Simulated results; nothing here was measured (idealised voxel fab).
Process module, titled voxel self aligned vias
The figure presents cross-section cut, which has a width of 225 nm and is divided into square cells with an edge length of 5 nm.
Each cross-section below is a grid of square cells, stated as bands in top-down order, with one or more rows of cells making up each band.
In this notation a band is specified by the heights of its top and bottom, in that order and in nm, after which its materials appear from left to right, each paired with its width in nm. The word "everywhere" attached to a single material means that material fills the band from edge to edge; the word "air" stands for empty space.
Convention: height 0 is the level below which the wafer, as received, is all one material. The lowest band does not terminate at the bottom but continues downward, represented as "from 0 down".
It should be noted that a width expressed as "30..40" varies in equal increments from row to row of cells within the band, taking the value of the first number at the top row and that of the second number at the bottom row.
"no change" for a step: no cell of the cross-section changed in that step.
If an empty space has no open way to the top and is at least 8 cells in size, "Sealed internal voids" lists it, written width x height at distance, where distance is measured from the left edge and every value is in nm.
What comes after the settings on a step's line is commentary from the simulator itself on that step.
overlay nm: for a step with a mask, the amount by which the mask lay right of where it was planned; a negative amount means left of it.

### Below is the list of planned process steps
1) RECEIVE, material Si
2) CONFORMAL_DEP, material SiO2, thk nm 10
3) CONFORMAL_DEP, material SiCN, thk nm 5
4) DIRECTIONAL_DEP, material SiO2, thk nm 20
5) PATTERN, tone open, mask id LINES, material resist, width nm 25, pitch nm 60, thk nm 15, overlay nm 0
6) DIRECTIONAL_ETCH, etch materials SiO2, depth nm 20
7) STRIP, etch materials resist
8) CONFORMAL_DEP, material TiN, thk nm 5
9) FILL_DEP, material Ru, thk nm 5
10) CMP, height nm 35
11) SELECTIVE_ETCH, etch materials W Ru TiN, depth nm 10
12) FILL_DEP, material SiN, thk nm 5
13) CMP, height nm 35
14) DIRECTIONAL_DEP, material SiO2, thk nm 15
15) MASKED_ETCH, tone open, mask id VIAS, width nm 45, pitch nm 120, etch materials SiO2, depth nm 15, overlay nm 0
16) MASKED_ETCH, tone open, mask id VIAS, width nm 45, pitch nm 120, etch materials SiN, depth nm 10, overlay nm 0
17) CONFORMAL_DEP, material TiN, thk nm 5
18) FILL_DEP, material Cu, thk nm 5
19) CMP, height nm 50
20) CONFORMAL_DEP, material SiN, thk nm 5

### Incoming wafer in cross-section (state: after step 1)
* from 0 down = Si everywhere
* Sealed internal voids: none

### Cross-section, end of module. Start: as above. Plan: as above. Execution: one mistake
* from 55 to 50 = SiN everywhere
* from 50 to 40 = 30 of SiO2 / 5 of TiN / 35 of Cu / 5 of TiN / 75 of SiO2 / 5 of TiN / 35 of Cu / 5 of TiN / 30 of SiO2
* from 40 to 35 = 30 of SiO2 / 15 of TiN / 15 of Cu / 15 of TiN / 75 of SiO2 / 15 of TiN / 15 of Cu / 15 of TiN / 30 of SiO2
* from 35 to 30 = 40 of SiO2 / 5 of TiN / 15 of Cu / 5 of TiN / 35 of SiO2 / 25 of SiN / 35 of SiO2 / 5 of TiN / 15 of Cu / 5 of TiN / 40 of SiO2
* from 30 to 25 = 40 of SiO2 / 25 of TiN / 35 of SiO2 / 25 of SiN / 35 of SiO2 / 25 of TiN / 40 of SiO2
* from 25 to 20 = 40 of SiO2 / 5 of TiN / 15 of Ru / 5 of TiN / 35 of SiO2 / 5 of TiN / 15 of Ru / 5 of TiN / 35 of SiO2 / 5 of TiN / 15 of Ru / 5 of TiN / 40 of SiO2
* from 20 to 15 = 40 of SiO2 / 25 of TiN / 35 of SiO2 / 25 of TiN / 35 of SiO2 / 25 of TiN / 40 of SiO2
* from 15 to 10 = Ru everywhere
* from 10 to 0 = SiO2 everywhere
* from 0 down = Si everywhere
* Sealed internal voids: none
So what did we get wrong on this run? it should be noted that step 3 was executed with settings other than those planned, the operation and settings actually applied being CONFORMAL_DEP, material Ru, thk nm 5
